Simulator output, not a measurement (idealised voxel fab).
Name of the process module below: voxel transistor to metal
We display cut, a cross-section 180 nm in width whose square cells are each 5 nm.
In this document a cross-section is written as a grid of square cells. It is given as a series of bands, listed from the top down, and a band is one or more rows of cells. In this notation a band is specified by the heights of its top and bottom, in that order and in nm, after which its materials appear from left to right, each paired with its width in nm. The word "all across" attached to a single material means that material fills the band from edge to edge; the word "blank" stands for empty space. Where do heights start? At 0: under that level the wafer as delivered is made of one material only. And the lowest band has no floor; it just carries on downward, as in "0..down". So if you see something like "30..40" for the width, read it as the top row of the band sitting at the first number and the bottom row at the second, with every row in between moving by the same amount as the last. Step marked "nothing altered"? Then no cell in the cross-section changed in it. Empty spaces without an open route to the top, at least 8 cells in extent, make up the entry "Trapped void list"; each is given as width x height at distance, where the distance is measured from the left edge, and all are in nm. The remark found on a step's line after its settings is issued by the simulator itself and pertains to that step. overlay nm: where the mask lay relative to plan, measured to the right, on steps with a mask; negatives go left.
Process steps foreseen in the plan
1) RECEIVE,material Si
2) CONFORMAL_DEP,material SiO2,thk nm 5
3) CONFORMAL_DEP,material SiN,thk nm 10
4) MASKED_ETCH,tone cover,mask id ACTIVE,width nm 110,etch materials SiN,depth nm 10,overlay nm 0
5) MASKED_ETCH,tone cover,mask id ACTIVE,width nm 110,etch materials SiO2,depth nm 5,overlay nm 0
6) MASKED_ETCH,tone cover,mask id ACTIVE,width nm 110,etch materials Si,depth nm 30,overlay nm 0
7) OXIDIZE,depth nm 5
8) FILL_DEP,material SiO2,thk nm 5
9) CMP,height nm 15
10) SELECTIVE_ETCH,etch materials SiO2,depth nm 10
11) STRIP,etch materials SiN
12) SELECTIVE_ETCH,etch materials SiO2,depth nm 5
13) OXIDIZE,depth nm 5
14) DIRECTIONAL_DEP,material polySi,thk nm 20
15) DIRECTIONAL_DEP,material SiCN,thk nm 10
16) PATTERN,tone cover,mask id GATE,material resist,width nm 30,thk nm 15,overlay nm 0
17) DIRECTIONAL_ETCH,etch materials SiCN,depth nm 20
18) DIRECTIONAL_ETCH,etch materials polySi,depth nm 30
19) STRIP,etch materials resist
20) CONFORMAL_DEP,material SiN,thk nm 10
21) DIRECTIONAL_ETCH,etch materials SiN,depth nm 10
22) DIRECTIONAL_ETCH,etch materials SiO2,depth nm 5
23) EPI,material pSi,thk nm 5
24) FILL_DEP,material SiO2,thk nm 10
25) CMP,height nm 20
26) STRIP,etch materials polySi
27) SELECTIVE_ETCH,etch materials SiO2,depth nm 5
28) CONFORMAL_DEP,material HfO2,thk nm 5
29) CONFORMAL_DEP,material TiN,thk nm 5
30) FILL_DEP,material W,thk nm 10
31) CMP,height nm 15
32) DIRECTIONAL_DEP,material SiO2,thk nm 10
33) MASKED_ETCH,tone open,mask id CONTACT,width nm 20,pitch nm 80,etch materials SiO2,depth nm 25,overlay nm 0
34) CONFORMAL_DEP,material TiN,thk nm 5
35) FILL_DEP,material Ru,thk nm 5
36) CMP,height nm 25
37) CONFORMAL_DEP,material SiN,thk nm 5
38) DIRECTIONAL_DEP,material lowk,thk nm 20
39) DIRECTIONAL_DEP,material aC,thk nm 15
40) PATTERN,tone open,mask id METAL_1,material resist,width nm 20,pitch nm 80,thk nm 30,overlay nm 0
41) DIRECTIONAL_ETCH,etch materials aC,depth nm 15
42) STRIP,etch materials resist
43) DIRECTIONAL_ETCH,etch materials lowk,depth nm 20
44) DIRECTIONAL_ETCH,etch materials SiN,depth nm 5
45) STRIP,etch materials aC
46) CONFORMAL_DEP,material TiN,thk nm 5
47) FILL_DEP,material Cu,thk nm 5
48) CMP,height nm 50
49) CONFORMAL_DEP,material SiCN,thk nm 5
50) DIRECTIONAL_DEP,material SiO2,thk nm 30
51) MASKED_ETCH,tone open,mask id METAL_2_HOLES,width nm 15,pitch nm 80,etch materials SiO2,depth nm 30,overlay nm 0
52) MASKED_ETCH,tone open,mask id METAL_2,width nm 20,pitch nm 80,etch materials SiO2,depth nm 20,overlay nm 0
53) MASKED_ETCH,tone open,mask id METAL_2,width nm 20,pitch nm 80,etch materials SiCN,depth nm 5,overlay nm 0
54) CONFORMAL_DEP,material TiN,thk nm 5
55) FILL_DEP,material Ru,thk nm 10
56) CMP,height nm 85
57) CONFORMAL_DEP,material SiN,thk nm 5
As-received wafer cross-section (after step 1)
  0..down | Si all across
  Trapped void list: none
Cross-section, first of two wafers, end of module, run as planned
  90..85 | SiN all across
  85..70 | SiO2 (40); TiN (5); Ru (10); TiN (5); SiO2 (60); TiN (5); Ru (10); TiN (5); SiO2 (40)
  70..65 | SiO2 (40); TiN (5); Ru (5); TiN (10); SiO2 (60); TiN (5); Ru (5); TiN (10); SiO2 (40)
  65..55 | SiO2 (40); TiN (5); Ru (5); TiN (5); SiO2 (65); TiN (5); Ru (5); TiN (5); SiO2 (45)
  55..50 | SiCN (40); TiN (15); SiCN (65); TiN (15); SiCN (45)
  50..30 | lowk (40); TiN (5); Cu (10); TiN (5); lowk (60); TiN (5); Cu (10); TiN (5); lowk (40)
  30..25 | SiN (40); TiN (20); SiN (60); TiN (20); SiN (40)
  25..15 | SiO2 (40); TiN (5); Ru (10); TiN (5); SiO2 (60); TiN (5); Ru (10); TiN (5); SiO2 (40)
  15..5 | SiO2 (40); TiN (5); Ru (10); TiN (5); SiO2 (5); SiN (10); HfO2 (5); TiN (5); W (10); TiN (5); HfO2 (5); SiN (10); SiO2 (5); TiN (5); Ru (10); TiN (5); SiO2 (40)
  5..0 | SiO2 (40); TiN (20); SiO2 (5); SiN (10); HfO2 (5); TiN (20); HfO2 (5); SiN (10); SiO2 (5); TiN (20); SiO2 (40)
  0..-5 | SiO2 (35); pSi (30); SiO2 (5); HfO2 (40); SiO2 (5); pSi (30); SiO2 (35)
  -5..-35 | SiO2 (40); Si (100); SiO2 (40)
  -35..down | Si all across
  Trapped void list: none
Wafer two, end of module, cross-section. Same start, same plan as wafer one. One mistake in the run
  90..85 | SiN all across
  85..70 | SiO2 (40); TiN (5); Ru (10); TiN (5); SiO2 (60); TiN (5); Ru (10); TiN (5); SiO2 (40)
  70..65 | SiO2 (40); TiN (5); Ru (5); TiN (10); SiO2 (60); TiN (5); Ru (5); TiN (10); SiO2 (40)
  65..55 | SiO2 (40); TiN (5); Ru (5); TiN (5); SiO2 (65); TiN (5); Ru (5); TiN (5); SiO2 (45)
  55..50 | SiCN (40); TiN (15); SiCN (65); TiN (15); SiCN (45)
  50..45 | SiN (40); TiN (20); SiN (60); TiN (20); SiN (40)
  45..25 | lowk all across
  25..15 | SiO2 (40); TiN (5); Ru (10); TiN (5); SiO2 (60); TiN (5); Ru (10); TiN (5); SiO2 (40)
  15..5 | SiO2 (40); TiN (5); Ru (10); TiN (5); SiO2 (5); SiN (10); HfO2 (5); TiN (5); W (10); TiN (5); HfO2 (5); SiN (10); SiO2 (5); TiN (5); Ru (10); TiN (5); SiO2 (40)
  5..0 | SiO2 (40); TiN (20); SiO2 (5); SiN (10); HfO2 (5); TiN (20); HfO2 (5); SiN (10); SiO2 (5); TiN (20); SiO2 (40)
  0..-5 | SiO2 (35); pSi (30); SiO2 (5); HfO2 (40); SiO2 (5); pSi (30); SiO2 (35)
  -5..-35 | SiO2 (40); Si (100); SiO2 (40)
  -35..down | Si all across
  Trapped void list: none
Against the plan, the run slipped here: the run placed steps 37 and 38 each in the position the plan gave to the other
Count the cells at the end and the second wafer has more or fewer of some materials than the first: -16 Cu | -16 TiN | +32 lowk
